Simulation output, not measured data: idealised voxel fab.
You're looking at the process module voxel quadruple lines.
This is section cut - it's 285 nm across, gridded in 5 nm square cells.
Just so we're on the same page, the cross-sections are grids of square cells, and they're listed out in bands top to bottom, each band one or more rows deep. Quick guide to a band line: top height, bottom height (nm) up front; then every material left to right with its width in nm. Only one material and it's marked "full width"? Then it fills the band edge to edge. And "blank" just means empty space. Height 0 is the level under which the wafer as received is all one material. The lowest band goes on downwards, as in "0 -> down". So if you see something like "30->40" for the width, read it as the top row of the band sitting at the first number and the bottom row at the second, with every row in between moving by the same amount as the last. "changes: none" means the step left every cell of the cross-section as it was. "Enclosed void entries" contains a list of empty spaces, each no smaller than 8 cells and without an open way to the top, written in the form width x height at distance with the distance from the left edge and all three in nm. If you see something after the settings on a step's line, that's the simulator's own remark about that step. "overlay nm" on a masked step: distance the mask lay right of its planned place, negative for left.
This section lists the process steps that were planned
1,RECEIVE: material Si
2,CONFORMAL_DEP: material Al2O3, thk nm 10
3,DIRECTIONAL_DEP: material W, thk nm 10
4,DIRECTIONAL_DEP: material polySi, thk nm 20
5,DIRECTIONAL_DEP: material aC, thk nm 25
6,PATTERN: tone cover, mask id MANDREL, material resist, width nm 30, pitch nm 80, thk nm 35, overlay nm 0
7,DIRECTIONAL_ETCH: etch materials aC, depth nm 25
8,STRIP: etch materials resist
9,CONFORMAL_DEP: material SiO2, thk nm 10
10,DIRECTIONAL_ETCH: etch materials SiO2, depth nm 10
11,STRIP: etch materials aC
12,DIRECTIONAL_ETCH: etch materials polySi, depth nm 20
13,STRIP: etch materials SiO2
14,CONFORMAL_DEP: material SiCN, thk nm 10
15,DIRECTIONAL_ETCH: etch materials SiCN, depth nm 10
16,STRIP: etch materials polySi
17,DIRECTIONAL_ETCH: etch materials W, depth nm 10
18,STRIP: etch materials SiCN
First wafer, two in total, run as planned
Received-state cross-section, reflecting completion of step 1
* 0 -> down | Si full width
* Enclosed void entries: none
Cross-section of the wafer after step 2
* 10 -> 0 | Al2O3 full width
* Below a height of 0, the structure has not been altered.
Cross-section of the wafer after step 3
* 20 -> 10 | W full width
* Below a height of 10, the structure has not been altered.
Cross-section of the wafer after step 4
* 40 -> 20 | polySi full width
* Below a height of 20, the structure has not been altered.
Cross-section of the wafer after step 5
* 65 -> 40 | aC full width
* Below a height of 40, the structure has not been altered.
Cross-section of the wafer after step 6
* 100 -> 65 | blank (85)  resist (30)  blank (50)  resist (30)  blank (90)
* Below a height of 65, the structure has not been altered.
Cross-section of the wafer after step 7
* 75 -> 65 | blank (85)  resist (30)  blank (50)  resist (30)  blank (90)
* 65 -> 40 | blank (85)  aC (30)  blank (50)  aC (30)  blank (90)
* Below a height of 40, the structure has not been altered.
Cross-section of the wafer after step 8
* 65 -> 40 | blank (85)  aC (30)  blank (50)  aC (30)  blank (90)
* Below a height of 40, the structure has not been altered.
Cross-section of the wafer after step 9
* 75 -> 65 | blank (75)  SiO2 (50)  blank (30)  SiO2 (50)  blank (80)
* 65 -> 50 | blank (75)  SiO2 (10)  aC (30)  SiO2 (10)  blank (30)  SiO2 (10)  aC (30)  SiO2 (10)  blank (80)
* 50 -> 40 | SiO2 (85)  aC (30)  SiO2 (50)  aC (30)  SiO2 (90)
* Below a height of 40, the structure has not been altered.
Cross-section of the wafer after step 10
* 65 -> 40 | blank (75)  SiO2 (10)  aC (30)  SiO2 (10)  blank (30)  SiO2 (10)  aC (30)  SiO2 (10)  blank (80)
* Below a height of 40, the structure has not been altered.
Cross-section of the wafer after step 11
* 65 -> 40 | blank (75)  SiO2 (10)  blank (30)  SiO2 (10)  blank (30)  SiO2 (10)  blank (30)  SiO2 (10)  blank (80)
* Below a height of 40, the structure has not been altered.
Cross-section of the wafer after step 12
* 65 -> 40 | blank (75)  SiO2 (10)  blank (30)  SiO2 (10)  blank (30)  SiO2 (10)  blank (30)  SiO2 (10)  blank (80)
* 40 -> 20 | blank (75)  polySi (10)  blank (30)  polySi (10)  blank (30)  polySi (10)  blank (30)  polySi (10)  blank (80)
* Below a height of 20, the structure has not been altered.
Cross-section of the wafer after step 13
* 40 -> 20 | blank (75)  polySi (10)  blank (30)  polySi (10)  blank (30)  polySi (10)  blank (30)  polySi (10)  blank (80)
* Below a height of 20, the structure has not been altered.
Cross-section of the wafer after step 14
* 50 -> 40 | blank (65)  SiCN (30)  blank (10)  SiCN (30)  blank (10)  SiCN (30)  blank (10)  SiCN (30)  blank (70)
* 40 -> 30 | blank (65)  SiCN (10)  polySi (10)  SiCN (10)  blank (10)  SiCN (10)  polySi (10)  SiCN (10)  blank (10)  SiCN (10)  polySi (10)  SiCN (10)  blank (10)  SiCN (10)  polySi (10)  SiCN (10)  blank (70)
* 30 -> 20 | SiCN (75)  polySi (10)  SiCN (30)  polySi (10)  SiCN (30)  polySi (10)  SiCN (30)  polySi (10)  SiCN (80)
* Below a height of 20, the structure has not been altered.
Cross-section of the wafer after step 15
* 40 -> 20 | blank (65)  SiCN (10)  polySi (10)  SiCN (10)  blank (10)  SiCN (10)  polySi (10)  SiCN (10)  blank (10)  SiCN (10)  polySi (10)  SiCN (10)  blank (10)  SiCN (10)  polySi (10)  SiCN (10)  blank (70)
* Below a height of 20, the structure has not been altered.
Cross-section of the wafer after step 16
* 40 -> 20 | blank (65)  SiCN (10)  blank (10)  SiCN (10)  blank (10)  SiCN (10)  blank (10)  SiCN (10)  blank (10)  SiCN (10)  blank (10)  SiCN (10)  blank (10)  SiCN (10)  blank (10)  SiCN (10)  blank (70)
* Below a height of 20, the structure has not been altered.
Cross-section of the wafer after step 17
* 40 -> 20 | blank (65)  SiCN (10)  blank (10)  SiCN (10)  blank (10)  SiCN (10)  blank (10)  SiCN (10)  blank (10)  SiCN (10)  blank (10)  SiCN (10)  blank (10)  SiCN (10)  blank (10)  SiCN (10)  blank (70)
* 20 -> 10 | blank (65)  W (10)  blank (10)  W (10)  blank (10)  W (10)  blank (10)  W (10)  blank (10)  W (10)  blank (10)  W (10)  blank (10)  W (10)  blank (10)  W (10)  blank (70)
* Below a height of 10, the structure has not been altered.
Cross-section of the wafer after step 18
* 20 -> 10 | blank (65)  W (10)  blank (10)  W (10)  blank (10)  W (10)  blank (10)  W (10)  blank (10)  W (10)  blank (10)  W (10)  blank (10)  W (10)  blank (10)  W (10)  blank (70)
* Below a height of 10, the structure has not been altered.
Okay, second wafer. Nothing different at the start, nothing different in the plan, just one mistake somewhere in the running. As far as step 10, counting that step, it's the first wafer all over again
Cross-section, second wafer, at the end time the plan gives for step 11
* 65 -> 40 | blank (75)  SiO2 (10)  blank (30)  SiO2 (10)  blank (30)  SiO2 (10)  blank (30)  SiO2 (10)  blank (80)
* Below a height of 40, the structure has not been altered.
Cross-section, second wafer, at the end time the plan gives for step 12
* 65 -> 40 | blank (75)  SiO2 (10)  blank (30)  SiO2 (10)  blank (30)  SiO2 (10)  blank (30)  SiO2 (10)  blank (80)
* 40 -> 20 | blank (75)  polySi (10)  blank (30)  polySi (10)  blank (30)  polySi (10)  blank (30)  polySi (10)  blank (80)
* Below a height of 20, the structure has not been altered.
Cross-section, second wafer, at the end time the plan gives for step 13
* 40 -> 20 | blank (75)  polySi (10)  blank (30)  polySi (10)  blank (30)  polySi (10)  blank (30)  polySi (10)  blank (80)
* Below a height of 20, the structure has not been altered.
Cross-section, second wafer, at the end time the plan gives for step 14
* 50 -> 40 | blank (65)  SiCN (30)  blank (10)  SiCN (30)  blank (10)  SiCN (30)  blank (10)  SiCN (30)  blank (70)
* 40 -> 30 | blank (65)  SiCN (10)  polySi (10)  SiCN (10)  blank (10)  SiCN (10)  polySi (10)  SiCN (10)  blank (10)  SiCN (10)  polySi (10)  SiCN (10)  blank (10)  SiCN (10)  polySi (10)  SiCN (10)  blank (70)
* 30 -> 20 | SiCN (75)  polySi (10)  SiCN (30)  polySi (10)  SiCN (30)  polySi (10)  SiCN (30)  polySi (10)  SiCN (80)
* Below a height of 20, the structure has not been altered.
Cross-section, second wafer, at the end time the plan gives for step 15
* 40 -> 20 | blank (65)  SiCN (10)  polySi (10)  SiCN (10)  blank (10)  SiCN (10)  polySi (10)  SiCN (10)  blank (10)  SiCN (10)  polySi (10)  SiCN (10)  blank (10)  SiCN (10)  polySi (10)  SiCN (10)  blank (70)
* Below a height of 20, the structure has not been altered.
Cross-section, second wafer, at the end time the plan gives for step 16
* 40 -> 20 | blank (65)  SiCN (10)  blank (10)  SiCN (10)  blank (10)  SiCN (10)  blank (10)  SiCN (10)  blank (10)  SiCN (10)  blank (10)  SiCN (10)  blank (10)  SiCN (10)  blank (10)  SiCN (10)  blank (70)
* Below a height of 20, the structure has not been altered.
Cross-section, second wafer, at the end time the plan gives for step 17
* 40 -> 20 | blank (65)  SiCN (10)  blank (10)  SiCN (10)  blank (10)  SiCN (10)  blank (10)  SiCN (10)  blank (10)  SiCN (10)  blank (10)  SiCN (10)  blank (10)  SiCN (10)  blank (10)  SiCN (10)  blank (70)
* 20 -> 10 | blank (65)  W (10)  blank (10)  W (10)  blank (10)  W (10)  blank (10)  W (10)  blank (10)  W (10)  blank (10)  W (10)  blank (10)  W (10)  blank (10)  W (10)  blank (70)
* Below a height of 10, the structure has not been altered.
Cross-section, second wafer, at the end time the plan gives for step 18
* 20 -> 10 | blank (65)  W (10)  blank (10)  W (10)  blank (10)  W (10)  blank (10)  W (10)  blank (10)  W (10)  blank (10)  W (10)  blank (10)  W (10)  blank (10)  W (10)  blank (70)
* Below a height of 10, the structure has not been altered.
Run error: it should be noted that step 11 of the plan was executed twice
Same final cross-section on the two wafers, so the model's numbers don't move because of the mistake.
